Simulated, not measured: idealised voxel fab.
process module | voxel capacitor over wiring
The cross-section on display is named cut; it measures 200 nm wide, and its cells are 5 nm squares.
Reading order for cross-sections: top band down to bottom band. Underlying form: a grid of square cells. Band size: one or more rows of cells. Look at the band entry: it leads with the top's height and the bottom's height in nm. Then it lists the materials left to right, with a width in nm for each. The word "edge to edge" on a single material says that material fills the band edge to edge. The word "empty" is empty space. Zero point of the height axis is 0; under it, received wafer = one material. Lowest band: continues down indefinitely, "0 and below". Note: "30 to 40" means the width goes from the first number (top row of the band) to the second number (bottom row) in equal steps per row of cells. When a step is marked "remained the same", none of the cells in the cross-section changed during that step. In "Closed void list" the enclosed voids are listed, meaning empty spaces of 8 cells or larger without any opening to the top. The form is width x height at distance, distance from the left edge, units nm. If you see something after the settings on a step's line, that's the simulator's own remark about that step. overlay nm: for a step with a mask, the amount by which the mask lay right of where it was planned; a negative amount means left of it. Layout of what follows: cross-section pairs, each bracketing one process step, the after cross-section shown only to the lowest band that changed, the step between and its settings noted under each pair. Pairs may originate in different runs of this module on the same starting wafer; a pair continues from the pair above only where its entry headed "State before step" says so.
STATE BEFORE STEP
95 down to 90  TiN=65, then empty=5, then TiN=130
90 down to 85  SiO2=60, then TiN=5, then empty=5, then TiN=5, then SiO2=125
85 down to 75  SiO2=60 to 50, then TiN=15 to 75, then SiO2=125 to 75
75 down to 70  SiO2=50, then Al2O3=75, then SiO2=75
70 down to 60  SiO2=45, then TiN=85, then SiO2=70
60 down to 45  lowk=50, then Ru=15, then lowk=135
45 down to 40  SiCN=50, then Ru=15, then SiCN=135
40 down to 20  lowk=30, then Ru=40, then lowk=60, then Ru=40, then lowk=30
20 down to 15  lowk=30, then TiN=40, then lowk=60, then TiN=40, then lowk=30
15 down to 0  SiO2 edge to edge
0 and below  Si edge to edge
Closed void list: none
RESULTANT CROSS-SECTION
105 down to 95  Ru edge to edge
95 down to 90  TiN=65, then Ru=5, then TiN=130
90 down to 85  SiO2=60, then TiN=5, then Ru=5, then TiN=5, then SiO2=125
Under 85: no change, same as before.
Closed void list: none
Going from one cross-section above to the next, the wafer undergoes FILL_DEP | material Ru | thk nm 10
State before step: The structure entering this step is exactly what the pair just above shows after its step.
RESULTANT CROSS-SECTION
90 down to 85  SiO2=60, then TiN=5, then Ru=5, then TiN=5, then SiO2=125
Under 85: no change, same as before.
Closed void list: none
Going from one cross-section above to the next, the wafer undergoes CMP | height nm 90
State before step: The structure entering this step is exactly what the pair just above shows after its step.
RESULTANT CROSS-SECTION
95 down to 90  SiCN edge to edge
Under 90: no change, same as before.
Closed void list: none
Going from one cross-section above to the next, the wafer undergoes CONFORMAL_DEP | material SiCN | thk nm 5
STATE BEFORE STEP
50 down to 40  aC edge to edge
40 down to 20  Ru edge to edge
20 down to 15  TiN edge to edge
15 down to 0  SiO2 edge to edge
0 and below  Si edge to edge
Closed void list: none
RESULTANT CROSS-SECTION
75 down to 50  empty=40, then resist=30, then empty=70, then resist=30, then empty=30
Under 50: no change, same as before.
Closed void list: none
Going from one cross-section above to the next, the wafer undergoes PATTERN | tone cover | mask id METAL_1 | material resist | width nm 30 | pitch nm 100 | thk nm 25 | overlay nm 5
State before step: The structure entering this step is exactly what the pair just above shows after its step.
RESULTANT CROSS-SECTION
65 down to 50  empty=40, then resist=30, then empty=70, then resist=30, then empty=30
50 down to 40  empty=40, then aC=30, then empty=70, then aC=30, then empty=30
Under 40: no change, same as before.
Closed void list: none
Going from one cross-section above to the next, the wafer undergoes DIRECTIONAL_ETCH | etch materials aC | depth nm 10
State before step: The structure entering this step is exactly what the pair just above shows after its step.
RESULTANT CROSS-SECTION
50 down to 40  empty=40, then aC=30, then empty=70, then aC=30, then empty=30
Under 40: no change, same as before.
Closed void list: none
Going from one cross-section above to the next, the wafer undergoes STRIP | etch materials resist
State before step: The structure entering this step is exactly what the pair just above shows after its step.
RESULTANT CROSS-SECTION
50 down to 40  empty=40, then aC=30, then empty=70, then aC=30, then empty=30
40 down to 20  empty=40, then Ru=30, then empty=70, then Ru=30, then empty=30
Under 20: no change, same as before.
Closed void list: none
Going from one cross-section above to the next, the wafer undergoes DIRECTIONAL_ETCH | etch materials Ru | depth nm 20
State before step: The structure entering this step is exactly what the pair just above shows after its step.
RESULTANT CROSS-SECTION
50 down to 40  empty=40, then aC=30, then empty=70, then aC=30, then empty=30
40 down to 20  empty=40, then Ru=30, then empty=70, then Ru=30, then empty=30
20 down to 15  empty=40, then TiN=30, then empty=70, then TiN=30, then empty=30
Under 15: no change, same as before.
Closed void list: none
Going from one cross-section above to the next, the wafer undergoes DIRECTIONAL_ETCH | etch materials TiN | depth nm 5
State before step: The structure entering this step is exactly what the pair just above shows after its step.
RESULTANT CROSS-SECTION
40 down to 20  empty=40, then Ru=30, then empty=70, then Ru=30, then empty=30
Under 20: no change, same as before.
Closed void list: none
Going from one cross-section above to the next, the wafer undergoes STRIP | etch materials aC
State before step: The structure entering this step is exactly what the pair just above shows after its step.
RESULTANT CROSS-SECTION
50 down to 40  lowk edge to edge
40 down to 20  lowk=40, then Ru=30, then lowk=70, then Ru=30, then lowk=30
20 down to 15  lowk=40, then TiN=30, then lowk=70, then TiN=30, then lowk=30
Under 15: no change, same as before.
Closed void list: none
Going from one cross-section above to the next, the wafer undergoes FILL_DEP | material lowk | thk nm 10
State before step: The structure entering this step is exactly what the pair just above shows after its step.
RESULTANT CROSS-SECTION
40 down to 20  lowk=40, then Ru=30, then lowk=70, then Ru=30, then lowk=30
Under 20: no change, same as before.
Closed void list: none
Going from one cross-section above to the next, the wafer undergoes CMP | height nm 40
State before step: The structure entering this step is exactly what the pair just above shows after its step.
RESULTANT CROSS-SECTION
45 down to 40  SiCN edge to edge
Under 40: no change, same as before.
Closed void list: none
Going from one cross-section above to the next, the wafer undergoes CONFORMAL_DEP | material SiCN | thk nm 5
State before step: The structure entering this step is exactly what the pair just above shows after its step.
RESULTANT CROSS-SECTION
60 down to 45  lowk edge to edge
Under 45: no change, same as before.
Closed void list: none
Going from one cross-section above to the next, the wafer undergoes DIRECTIONAL_DEP | material lowk | thk nm 15
State before step: The structure entering this step is exactly what the pair just above shows after its step.
RESULTANT CROSS-SECTION
75 down to 60  aC edge to edge
Under 60: no change, same as before.
Closed void list: none
Going from one cross-section above to the next, the wafer undergoes DIRECTIONAL_DEP | material aC | thk nm 15
State before step: The structure entering this step is exactly what the pair just above shows after its step.
RESULTANT CROSS-SECTION
110 down to 75  resist=50, then empty=15, then resist=135
Under 75: no change, same as before.
Closed void list: none
Going from one cross-section above to the next, the wafer undergoes PATTERN | tone open | mask id PLUG_1 | material resist | width nm 15 | thk nm 35 | overlay nm 0
State before step: The structure entering this step is exactly what the pair just above shows after its step.
RESULTANT CROSS-SECTION
95 down to 75  resist=50, then empty=15, then resist=135
75 down to 60  aC=50, then empty=15, then aC=135
Under 60: no change, same as before.
Closed void list: none
Going from one cross-section above to the next, the wafer undergoes DIRECTIONAL_ETCH | etch materials aC | depth nm 15
State before step: The structure entering this step is exactly what the pair just above shows after its step.
RESULTANT CROSS-SECTION
75 down to 60  aC=50, then empty=15, then aC=135
Under 60: no change, same as before.
Closed void list: none
Going from one cross-section above to the next, the wafer undergoes STRIP | etch materials resist
State before step: The structure entering this step is exactly what the pair just above shows after its step.
RESULTANT CROSS-SECTION
75 down to 60  aC=50, then empty=15, then aC=135
60 down to 45  lowk=50, then empty=15, then lowk=135
Under 45: no change, same as before.
Closed void list: none
Going from one cross-section above to the next, the wafer undergoes DIRECTIONAL_ETCH | etch materials lowk | depth nm 15
State before step: The structure entering this step is exactly what the pair just above shows after its step.
RESULTANT CROSS-SECTION
75 down to 60  aC=50, then empty=15, then aC=135
60 down to 45  lowk=50, then empty=15, then lowk=135
45 down to 40  SiCN=50, then empty=15, then SiCN=135
Under 40: no change, same as before.
Closed void list: none
Going from one cross-section above to the next, the wafer undergoes DIRECTIONAL_ETCH | etch materials SiCN | depth nm 5
State before step: The structure entering this step is exactly what the pair just above shows after its step.
RESULTANT CROSS-SECTION
60 down to 45  lowk=50, then empty=15, then lowk=135
Under 45: no change, same as before.
Closed void list: none
Going from one cross-section above to the next, the wafer undergoes STRIP | etch materials aC
State before step: The structure entering this step is exactly what the pair just above shows after its step.
RESULTANT CROSS-SECTION
60 down to 50  lowk=50, then empty=15, then lowk=135
50 down to 45  lowk=50, then Ru=15, then lowk=135
45 down to 40  SiCN=50, then Ru=15, then SiCN=135
Under 40: no change, same as before.
Closed void list: none
Going from one cross-section above to the next, the wafer undergoes EPI | material Ru | thk nm 10
State before step: The structure entering this step is exactly what the pair just above shows after its step.
RESULTANT CROSS-SECTION
60 down to 45  lowk=50, then Ru=15, then lowk=135
Under 45: no change, same as before.
Closed void list: none
Going from one cross-section above to the next, the wafer undergoes EPI | material Ru | thk nm 10
State before step: The structure entering this step is exactly what the pair just above shows after its step.
RESULTANT CROSS-SECTION
70 down to 60  TiN edge to edge
Under 60: no change, same as before.
Closed void list: none
Going from one cross-section above to the next, the wafer undergoes DIRECTIONAL_DEP | material TiN | thk nm 10
State before step: The structure entering this step is exactly what the pair just above shows after its step.
RESULTANT CROSS-SECTION
75 down to 70  Al2O3 edge to edge
Under 70: no change, same as before.
Closed void list: none
Going from one cross-section above to the next, the wafer undergoes DIRECTIONAL_DEP | material Al2O3 | thk nm 5
State before step: The structure entering this step is exactly what the pair just above shows after its step.
RESULTANT CROSS-SECTION
80 down to 75  TiN edge to edge
Under 75: no change, same as before.
Closed void list: none
Going from one cross-section above to the next, the wafer undergoes DIRECTIONAL_DEP | material TiN | thk nm 5
State before step: The structure entering this step is exactly what the pair just above shows after its step.
RESULTANT CROSS-SECTION
95 down to 80  empty=50, then resist=75, then empty=75
Under 80: no change, same as before.
Closed void list: none
Going from one cross-section above to the next, the wafer undergoes PATTERN | tone cover | mask id UPPER_PLATE | material resist | width nm 75 | thk nm 15 | overlay nm 0
State before step: The structure entering this step is exactly what the pair just above shows after its step.
RESULTANT CROSS-SECTION
95 down to 80  empty=50, then resist=75, then empty=75
80 down to 75  empty=50, then TiN=75, then empty=75
Under 75: no change, same as before.
Closed void list: none
Going from one cross-section above to the next, the wafer undergoes DIRECTIONAL_ETCH | etch materials TiN | depth nm 5
State before step: The structure entering this step is exactly what the pair just above shows after its step.
RESULTANT CROSS-SECTION
95 down to 80  empty=50, then resist=75, then empty=75
80 down to 75  empty=50, then TiN=75, then empty=75
75 down to 70  empty=50, then Al2O3=75, then empty=75
Under 70: no change, same as before.
Closed void list: none
Going from one cross-section above to the next, the wafer undergoes DIRECTIONAL_ETCH | etch materials Al2O3 | depth nm 5
State before step: The structure entering this step is exactly what the pair just above shows after its step.
RESULTANT CROSS-SECTION
80 down to 75  empty=50, then TiN=75, then empty=75
Under 75: no change, same as before.
Closed void list: none
Going from one cross-section above to the next, the wafer undergoes STRIP | etch materials resist
State before step: The structure entering this step is exactly what the pair just above shows after its step.
RESULTANT CROSS-SECTION
90 down to 80  empty=50, then aC=75, then empty=75
80 down to 75  aC=50, then TiN=75, then aC=75
75 down to 70  aC=50, then Al2O3=75, then aC=75
Under 70: no change, same as before.
Closed void list: none
Going from one cross-section above to the next, the wafer undergoes DIRECTIONAL_DEP | material aC | thk nm 10
State before step: The structure entering this step is exactly what the pair just above shows after its step.
RESULTANT CROSS-SECTION
115 down to 90  empty=45, then resist=85, then empty=70
90 down to 80  empty=45, then resist=5, then aC=75, then resist=5, then empty=70
Under 80: no change, same as before.
Closed void list: none
Going from one cross-section above to the next, the wafer undergoes PATTERN | tone cover | mask id LOWER_PLATE | material resist | width nm 85 | thk nm 25 | overlay nm 0
State before step: The structure entering this step is exactly what the pair just above shows after its step.
RESULTANT CROSS-SECTION
105 down to 90  empty=45, then resist=85, then empty=70
90 down to 80  empty=45, then resist=5, then aC=75, then resist=5, then empty=70
80 down to 75  empty=45, then aC=5, then TiN=75, then aC=5, then empty=70
75 down to 70  empty=45, then aC=5, then Al2O3=75, then aC=5, then empty=70
Under 70: no change, same as before.
Closed void list: none
Going from one cross-section above to the next, the wafer undergoes DIRECTIONAL_ETCH | etch materials aC | depth nm 10
State before step: The structure entering this step is exactly what the pair just above shows after its step.
RESULTANT CROSS-SECTION
90 down to 80  empty=50, then aC=75, then empty=75
Under 80: no change, same as before.
Closed void list: none
Going from one cross-section above to the next, the wafer undergoes STRIP | etch materials resist
State before step: The structure entering this step is exactly what the pair just above shows after its step.
RESULTANT CROSS-SECTION
90 down to 80  empty=50, then aC=75, then empty=75
80 down to 75  empty=45, then aC=5, then TiN=75, then aC=5, then empty=70
75 down to 70  empty=45, then aC=5, then Al2O3=75, then aC=5, then empty=70
70 down to 60  empty=45, then TiN=85, then empty=70
Under 60: no change, same as before.
Closed void list: none
Going from one cross-section above to the next, the wafer undergoes DIRECTIONAL_ETCH | etch materials TiN | depth nm 10
State before step: The structure entering this step is exactly what the pair just above shows after its step.
RESULTANT CROSS-SECTION
80 down to 75  empty=50, then TiN=75, then empty=75
75 down to 70  empty=50, then Al2O3=75, then empty=75
Under 70: no change, same as before.
Closed void list: none
Going from one cross-section above to the next, the wafer undergoes STRIP | etch materials aC
State before step: The structure entering this step is exactly what the pair just above shows after its step.
RESULTANT CROSS-SECTION
95 down to 80  SiO2 edge to edge
80 down to 75  SiO2=50, then TiN=75, then SiO2=75
75 down to 70  SiO2=50, then Al2O3=75, then SiO2=75
70 down to 60  SiO2=45, then TiN=85, then SiO2=70
Under 60: no change, same as before.
Closed void list: none
Going from one cross-section above to the next, the wafer undergoes FILL_DEP | material SiO2 | thk nm 15
State before step: The structure entering this step is exactly what the pair just above shows after its step.
RESULTANT CROSS-SECTION
90 down to 80  SiO2 edge to edge
Under 80: no change, same as before.
Closed void list: none
Going from one cross-section above to the next, the wafer undergoes CMP | height nm 90
State before step: The structure entering this step is exactly what the pair just above shows after its step.
RESULTANT CROSS-SECTION
105 down to 90  aC edge to edge
Under 90: no change, same as before.
Closed void list: none
Going from one cross-section above to the next, the wafer undergoes DIRECTIONAL_DEP | material aC | thk nm 15
State before step: The structure entering this step is exactly what the pair just above shows after its step.
RESULTANT CROSS-SECTION
135 down to 105  resist=60, then empty=15, then resist=125
Under 105: no change, same as before.
Closed void list: none
Going from one cross-section above to the next, the wafer undergoes PATTERN | tone open | mask id PLUG_2 | material resist | width nm 15 | thk nm 30 | overlay nm 0
State before step: The structure entering this step is exactly what the pair just above shows after its step.
RESULTANT CROSS-SECTION
120 down to 105  resist=60, then empty=15, then resist=125
105 down to 90  aC=60, then empty=15, then aC=125
Under 90: no change, same as before.
Closed void list: none
Going from one cross-section above to the next, the wafer undergoes DIRECTIONAL_ETCH | etch materials aC | depth nm 15
State before step: The structure entering this step is exactly what the pair just above shows after its step.
RESULTANT CROSS-SECTION
105 down to 90  aC=60, then empty=15, then aC=125
Under 90: no change, same as before.
Closed void list: none
Going from one cross-section above to the next, the wafer undergoes STRIP | etch materials resist
State before step: The structure entering this step is exactly what the pair just above shows after its step.
RESULTANT CROSS-SECTION
105 down to 90  aC=60, then empty=15, then aC=125
90 down to 80  SiO2=60, then empty=15, then SiO2=125
Under 80: no change, same as before.
Closed void list: none
Going from one cross-section above to the next, the wafer undergoes DIRECTIONAL_ETCH | etch materials SiO2 | depth nm 10
State before step: The structure entering this step is exactly what the pair just above shows after its step.
RESULTANT CROSS-SECTION
90 down to 80  SiO2=60, then empty=15, then SiO2=125
Under 80: no change, same as before.
Closed void list: none
Going from one cross-section above to the next, the wafer undergoes STRIP | etch materials aC
State before step: The structure entering this step is exactly what the pair just above shows after its step.
RESULTANT CROSS-SECTION
95 down to 90  TiN=65, then empty=5, then TiN=130
90 down to 85  SiO2=60, then TiN=5, then empty=5, then TiN=5, then SiO2=125
85 down to 75  SiO2=60 to 50, then TiN=15 to 75, then SiO2=125 to 75
Under 75: no change, same as before.
Closed void list: none
Going from one cross-section above to the next, the wafer undergoes CONFORMAL_DEP | material TiN | thk nm 5
State before step: The structure entering this step is exactly what the pair just above shows after its step.
RESULTANT CROSS-SECTION
105 down to 95  Ru edge to edge
95 down to 90  TiN=65, then Ru=5, then TiN=130
90 down to 85  SiO2=60, then TiN=5, then Ru=5, then TiN=5, then SiO2=125
Under 85: no change, same as before.
Closed void list: none
Going from one cross-section above to the next, the wafer undergoes FILL_DEP | material Ru | thk nm 10
State before step: The structure entering this step is exactly what the pair just above shows after its step.
RESULTANT CROSS-SECTION
90 down to 85  SiO2=60, then TiN=5, then Ru=5, then TiN=5, then SiO2=125
Under 85: no change, same as before.
Closed void list: none
Going from one cross-section above to the next, the wafer undergoes CMP | height nm 90
State before step: The structure entering this step is exactly what the pair just above shows after its step.
RESULTANT CROSS-SECTION
95 down to 90  SiCN edge to edge
Under 90: no change, same as before.
Closed void list: none
Going from one cross-section above to the next, the wafer undergoes CONFORMAL_DEP | material SiCN | thk nm 5
STATE BEFORE STEP
40 down to 20  lowk=35, then Ru=30, then lowk=70, then Ru=30, then lowk=35
20 down to 15  lowk=35, then TiN=30, then lowk=70, then TiN=30, then lowk=35
15 down to 0  SiO2 edge to edge
0 and below  Si edge to edge
Closed void list: none
RESULTANT CROSS-SECTION
45 down to 40  Ru edge to edge
Under 40: no change, same as before.
Closed void list: none
Going from one cross-section above to the next, the wafer undergoes CONFORMAL_DEP | material Ru | thk nm 5
State before step: The structure entering this step is exactly what the pair just above shows after its step.
RESULTANT CROSS-SECTION
60 down to 45  lowk edge to edge
Under 45: no change, same as before.
Closed void list: none
Going from one cross-section above to the next, the wafer undergoes DIRECTIONAL_DEP | material lowk | thk nm 15
State before step: The structure entering this step is exactly what the pair just above shows after its step.
RESULTANT CROSS-SECTION
75 down to 60  aC edge to edge
Under 60: no change, same as before.
Closed void list: none
Going from one cross-section above to the next, the wafer undergoes DIRECTIONAL_DEP | material aC | thk nm 15
State before step: The structure entering this step is exactly what the pair just above shows after its step.
RESULTANT CROSS-SECTION
110 down to 75  resist=50, then empty=15, then resist=135
Under 75: no change, same as before.
Closed void list: none
Going from one cross-section above to the next, the wafer undergoes PATTERN | tone open | mask id PLUG_1 | material resist | width nm 15 | thk nm 35 | overlay nm 0
State before step: The structure entering this step is exactly what the pair just above shows after its step.
RESULTANT CROSS-SECTION
95 down to 75  resist=50, then empty=15, then resist=135
75 down to 60  aC=50, then empty=15, then aC=135
Under 60: no change, same as before.
Closed void list: none
Going from one cross-section above to the next, the wafer undergoes DIRECTIONAL_ETCH | etch materials aC | depth nm 15
State before step: The structure entering this step is exactly what the pair just above shows after its step.
RESULTANT CROSS-SECTION
75 down to 60  aC=50, then empty=15, then aC=135
Under 60: no change, same as before.
Closed void list: none
Going from one cross-section above to the next, the wafer undergoes STRIP | etch materials resist
State before step: The structure entering this step is exactly what the pair just above shows after its step.
RESULTANT CROSS-SECTION
75 down to 60  aC=50, then empty=15, then aC=135
60 down to 45  lowk=50, then empty=15, then lowk=135
Under 45: no change, same as before.
Closed void list: none
Going from one cross-section above to the next, the wafer undergoes DIRECTIONAL_ETCH | etch materials lowk | depth nm 15
State before step: The structure entering this step is exactly what the pair just above shows after its step.
RESULTANT CROSS-SECTION
60 down to 45  lowk=50, then empty=15, then lowk=135
Under 45: no change, same as before.
Closed void list: none
Going from one cross-section above to the next, the wafer undergoes STRIP | etch materials aC
State before step: The structure entering this step is exactly what the pair just above shows after its step.
RESULTANT CROSS-SECTION
60 down to 55  lowk=50, then empty=15, then lowk=135
55 down to 45  lowk=50, then Ru=15, then lowk=135
Under 45: no change, same as before.
Closed void list: none
Going from one cross-section above to the next, the wafer undergoes EPI | material Ru | thk nm 10
State before step: The structure entering this step is exactly what the pair just above shows after its step.
RESULTANT CROSS-SECTION
65 down to 60  empty=45, then Ru=25, then empty=130
60 down to 45  lowk=50, then Ru=15, then lowk=135
Under 45: no change, same as before.
Closed void list: none
Going from one cross-section above to the next, the wafer undergoes EPI | material Ru | thk nm 10
State before step: The structure entering this step is exactly what the pair just above shows after its step.
RESULTANT CROSS-SECTION
75 down to 70  empty=45, then TiN=25, then empty=130
70 down to 65  TiN edge to edge
65 down to 60  TiN=45, then Ru=25, then TiN=130
Under 60: no change, same as before.
Closed void list: none
Going from one cross-section above to the next, the wafer undergoes DIRECTIONAL_DEP | material TiN | thk nm 10
State before step: The structure entering this step is exactly what the pair just above shows after its step.
RESULTANT CROSS-SECTION
80 down to 75  empty=45, then Al2O3=25, then empty=130
75 down to 70  Al2O3=45, then TiN=25, then Al2O3=130
Under 70: no change, same as before.
Closed void list: none
Going from one cross-section above to the next, the wafer undergoes DIRECTIONAL_DEP | material Al2O3 | thk nm 5
State before step: The structure entering this step is exactly what the pair just above shows after its step.
RESULTANT CROSS-SECTION
85 down to 80  empty=45, then TiN=25, then empty=130
80 down to 75  TiN=45, then Al2O3=25, then TiN=130
Under 75: no change, same as before.
Closed void list: none
Going from one cross-section above to the next, the wafer undergoes DIRECTIONAL_DEP | material TiN | thk nm 5
State before step: The structure entering this step is exactly what the pair just above shows after its step.
RESULTANT CROSS-SECTION
100 down to 85  empty=50, then resist=75, then empty=75
85 down to 80  empty=45, then TiN=25, then resist=55, then empty=75
Under 80: no change, same as before.
Closed void list: none
Going from one cross-section above to the next, the wafer undergoes PATTERN | tone cover | mask id UPPER_PLATE | material resist | width nm 75 | thk nm 15 | overlay nm 0
State before step: The structure entering this step is exactly what the pair just above shows after its step.
RESULTANT CROSS-SECTION
100 down to 85  empty=50, then resist=75, then empty=75
85 down to 80  empty=50, then TiN=20, then resist=55, then empty=75
80 down to 75  empty=45, then Al2O3=25, then TiN=55, then empty=75
Under 75: no change, same as before.
Closed void list: none
Going from one cross-section above to the next, the wafer undergoes DIRECTIONAL_ETCH | etch materials TiN | depth nm 5
State before step: The structure entering this step is exactly what the pair just above shows after its step.
RESULTANT CROSS-SECTION
100 down to 85  empty=50, then resist=75, then empty=75
85 down to 80  empty=50, then TiN=20, then resist=55, then empty=75
80 down to 75  empty=50, then Al2O3=20, then TiN=55, then empty=75
75 down to 70  empty=45, then TiN=25, then Al2O3=55, then empty=75
Under 70: no change, same as before.
Closed void list: none
Going from one cross-section above to the next, the wafer undergoes DIRECTIONAL_ETCH | etch materials Al2O3 | depth nm 5
State before step: The structure entering this step is exactly what the pair just above shows after its step.
RESULTANT CROSS-SECTION
85 down to 80  empty=50, then TiN=20, then empty=130
Under 80: no change, same as before.
Closed void list: none
Going from one cross-section above to the next, the wafer undergoes STRIP | etch materials resist
State before step: The structure entering this step is exactly what the pair just above shows after its step.
RESULTANT CROSS-SECTION
95 down to 85  empty=50, then aC=20 to 75, then empty=130 to 75
85 down to 80  empty=45, then aC=5, then TiN=20, then aC=55, then empty=75
80 down to 75  aC=50, then Al2O3=20, then TiN=55, then aC=75
75 down to 70  aC=45, then TiN=25, then Al2O3=55, then aC=75
Under 70: no change, same as before.
Closed void list: none
Going from one cross-section above to the next, the wafer undergoes DIRECTIONAL_DEP | material aC | thk nm 10
State before step: The structure entering this step is exactly what the pair just above shows after its step.
RESULTANT CROSS-SECTION
120 down to 95  empty=45, then resist=85, then empty=70
95 down to 85  empty=45, then resist=5, then aC=20 to 75, then resist=60 to 5, then empty=70
85 down to 80  empty=45, then aC=5, then TiN=20, then aC=55, then resist=5, then empty=70
Under 80: no change, same as before.
Closed void list: none
Going from one cross-section above to the next, the wafer undergoes PATTERN | tone cover | mask id LOWER_PLATE | material resist | width nm 85 | thk nm 25 | overlay nm 0
State before step: The structure entering this step is exactly what the pair just above shows after its step.
RESULTANT CROSS-SECTION
110 down to 95  empty=45, then resist=85, then empty=70
95 down to 85  empty=45, then resist=5, then aC=20 to 75, then resist=60 to 5, then empty=70
85 down to 80  empty=45, then aC=5, then TiN=20, then aC=55, then resist=5, then empty=70
80 down to 75  empty=45, then aC=5, then Al2O3=20, then TiN=55, then aC=5, then empty=70
75 down to 70  empty=45, then TiN=25, then Al2O3=55, then aC=5, then empty=70
Under 70: no change, same as before.
Closed void list: none
Going from one cross-section above to the next, the wafer undergoes DIRECTIONAL_ETCH | etch materials aC | depth nm 10
State before step: The structure entering this step is exactly what the pair just above shows after its step.
RESULTANT CROSS-SECTION
95 down to 85  empty=50, then aC=20 to 75, then empty=130 to 75
85 down to 80  empty=45, then aC=5, then TiN=20, then aC=55, then empty=75
Under 80: no change, same as before.
Closed void list: none
Going from one cross-section above to the next, the wafer undergoes STRIP | etch materials resist
State before step: The structure entering this step is exactly what the pair just above shows after its step.
RESULTANT CROSS-SECTION
95 down to 85  empty=50, then aC=20 to 75, then empty=130 to 75
85 down to 80  empty=45, then aC=5, then TiN=20, then aC=55, then empty=75
80 down to 75  empty=45, then aC=5, then Al2O3=20, then TiN=55, then aC=5, then empty=70
75 down to 70  empty=45, then TiN=25, then Al2O3=55, then aC=5, then empty=70
70 down to 65  empty=45, then TiN=85, then empty=70
65 down to 60  empty=45, then Ru=25, then TiN=60, then empty=70
Under 60: no change, same as before.
Closed void list: none
Going from one cross-section above to the next, the wafer undergoes DIRECTIONAL_ETCH | etch materials TiN | depth nm 10
State before step: The structure entering this step is exactly what the pair just above shows after its step.
RESULTANT CROSS-SECTION
85 down to 80  empty=50, then TiN=20, then empty=130
80 down to 75  empty=50, then Al2O3=20, then TiN=55, then empty=75
75 down to 70  empty=45, then TiN=25, then Al2O3=55, then empty=75
Under 70: no change, same as before.
Closed void list: none
Going from one cross-section above to the next, the wafer undergoes STRIP | etch materials aC
State before step: The structure entering this step is exactly what the pair just above shows after its step.
RESULTANT CROSS-SECTION
100 down to 85  SiO2 edge to edge
85 down to 80  SiO2=50, then TiN=20, then SiO2=130
80 down to 75  SiO2=50, then Al2O3=20, then TiN=55, then SiO2=75
75 down to 70  SiO2=45, then TiN=25, then Al2O3=55, then SiO2=75
70 down to 65  SiO2=45, then TiN=85, then SiO2=70
65 down to 60  SiO2=45, then Ru=25, then TiN=60, then SiO2=70
Under 60: no change, same as before.
Closed void list: none
Going from one cross-section above to the next, the wafer undergoes FILL_DEP | material SiO2 | thk nm 15
State before step: The structure entering this step is exactly what the pair just above shows after its step.
RESULTANT CROSS-SECTION
90 down to 85  SiO2 edge to edge
Under 85: no change, same as before.
Closed void list: none
Going from one cross-section above to the next, the wafer undergoes CMP | height nm 90
State before step: The structure entering this step is exactly what the pair just above shows after its step.
RESULTANT CROSS-SECTION
105 down to 90  aC edge to edge
Under 90: no change, same as before.
Closed void list: none
Going from one cross-section above to the next, the wafer undergoes DIRECTIONAL_DEP | material aC | thk nm 15
State before step: The structure entering this step is exactly what the pair just above shows after its step.
RESULTANT CROSS-SECTION
135 down to 105  resist=60, then empty=15, then resist=125
Under 105: no change, same as before.
Closed void list: none
Going from one cross-section above to the next, the wafer undergoes PATTERN | tone open | mask id PLUG_2 | material resist | width nm 15 | thk nm 30 | overlay nm 0
State before step: The structure entering this step is exactly what the pair just above shows after its step.
RESULTANT CROSS-SECTION
120 down to 105  resist=60, then empty=15, then resist=125
105 down to 90  aC=60, then empty=15, then aC=125
Under 90: no change, same as before.
Closed void list: none
Going from one cross-section above to the next, the wafer undergoes DIRECTIONAL_ETCH | etch materials aC | depth nm 15
State before step: The structure entering this step is exactly what the pair just above shows after its step.
RESULTANT CROSS-SECTION
105 down to 90  aC=60, then empty=15, then aC=125
Under 90: no change, same as before.
Closed void list: none
Going from one cross-section above to the next, the wafer undergoes STRIP | etch materials resist
State before step: The structure entering this step is exactly what the pair just above shows after its step.
RESULTANT CROSS-SECTION
105 down to 90  aC=60, then empty=15, then aC=125
90 down to 85  SiO2=60, then empty=15, then SiO2=125
85 down to 80  SiO2=50, then TiN=20, then empty=5, then SiO2=125
Under 80: no change, same as before.
Closed void list: none
Going from one cross-section above to the next, the wafer undergoes DIRECTIONAL_ETCH | etch materials SiO2 | depth nm 10
State before step: The structure entering this step is exactly what the pair just above shows after its step.
RESULTANT CROSS-SECTION
90 down to 85  SiO2=60, then empty=15, then SiO2=125
Under 85: no change, same as before.
Closed void list: none
Going from one cross-section above to the next, the wafer undergoes STRIP | etch materials aC
State before step: The structure entering this step is exactly what the pair just above shows after its step.
RESULTANT CROSS-SECTION
95 down to 90  TiN=65, then empty=5, then TiN=130
90 down to 80  SiO2=60 to 50, then TiN=15 to 25, then SiO2=125
Under 80: no change, same as before.
Closed void list: none
Going from one cross-section above to the next, the wafer undergoes CONFORMAL_DEP | material TiN | thk nm 5
State before step: The structure entering this step is exactly what the pair just above shows after its step.
RESULTANT CROSS-SECTION
105 down to 95  Ru edge to edge
95 down to 90  TiN=65, then Ru=5, then TiN=130
Under 90: no change, same as before.
Closed void list: none
Going from one cross-section above to the next, the wafer undergoes FILL_DEP | material Ru | thk nm 10
State before step: The structure entering this step is exactly what the pair just above shows after its step.
RESULTANT CROSS-SECTION
90 down to 80  SiO2=60 to 50, then TiN=15 to 25, then SiO2=125
Under 80: no change, same as before.
Closed void list: none
Going from one cross-section above to the next, the wafer undergoes CMP | height nm 90
State before step: The structure entering this step is exactly what the pair just above shows after its step.
RESULTANT CROSS-SECTION
95 down to 90  SiCN edge to edge
Under 90: no change, same as before.
Closed void list: none
Going from one cross-section above to the next, the wafer undergoes CONFORMAL_DEP | material SiCN | thk nm 5
STATE BEFORE STEP
90 down to 80  empty=50, then aC=75, then empty=75
80 down to 75  aC=50, then TiN=75, then aC=75
75 down to 70  aC=50, then Al2O3=75, then aC=75
70 down to 60  TiN edge to edge
60 down to 45  lowk=50, then Ru=15, then lowk=135
45 down to 40  SiCN=50, then Ru=15, then SiCN=135
40 down to 20  lowk=35, then Ru=30, then lowk=70, then Ru=30, then lowk=35
20 down to 15  lowk=35, then TiN=30, then lowk=70, then TiN=30, then lowk=35
15 down to 0  SiO2 edge to edge
0 and below  Si edge to edge
Closed void list: none
RESULTANT CROSS-SECTION
115 down to 90  resist=45, then empty=85, then resist=70
90 down to 80  resist=45, then empty=5, then aC=75, then empty=5, then resist=70
Under 80: no change, same as before.
Closed void list: none
Going from one cross-section above to the next, the wafer undergoes PATTERN | tone open | mask id LOWER_PLATE | material resist | width nm 85 | thk nm 25 | overlay nm 0
